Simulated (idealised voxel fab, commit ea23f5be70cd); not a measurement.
process module | voxel double patterning
cross-section cut | 230 nm wide | cells 5 nm
A cross-section is a grid of square cells, given in bands from the top down. A band is one or more rows of cells.
Each band's line starts with the height of the band's top and of its bottom, in nm. Then come its materials from left to right, each with its width in nm. One material with "throughout" fills the band from edge to edge. "air" is empty space.
Height 0 is the level under which the wafer as received is all one material. The lowest band goes on downwards, as in "0 down".
A width such as "30 to 40" changes by the same amount from each row of cells to the next, from the band's top row to its bottom row.
"no change" after a step means that no cell of the cross-section changed.
closed voids: empty space of 8 cells or more with no open way to the top, each as width x height at its distance from the left edge, in nm
after a step's settings: what the simulator itself notes on the step
overlay nm, on a step with a mask: how far to the right of its planned place the mask lay; to the left if negative
plan
1 op RECEIVE | material Si
2 op CONFORMAL_DEP | material SiO2 | thk nm 10
3 op DIRECTIONAL_DEP | material TiN | thk nm 15
4 op DIRECTIONAL_DEP | material SiCN | thk nm 5
5 op MASKED_ETCH | tone open | mask id FIRST | width nm 15 | pitch nm 50 | etch materials SiCN | depth nm 5 | overlay nm 0
6 op PATTERN | tone open | mask id SECOND | material resist | width nm 15 | pitch nm 50 | thk nm 15 | overlay nm 0
7 op DIRECTIONAL_ETCH | etch materials SiCN | depth nm 5
8 op STRIP | etch materials resist
9 op DIRECTIONAL_ETCH | etch materials TiN | depth nm 15
10 op STRIP | etch materials SiCN
as received, after step 1
  0 down: Si throughout
  closed voids: none
a wafer at the end: this start, this plan, one mistake
  25 to 20: TiN 55 | air 15 | TiN 10 | air 15 | TiN 10 | air 15 | TiN 10 | air 15 | TiN 10 | air 15 | TiN 60
  20 to 10: TiN throughout
  10 to 0: SiO2 throughout
  0 down: Si throughout
  closed voids: none
what went wrong: step 9 ran as: op DIRECTIONAL_ETCH | etch materials TiN | depth nm 5
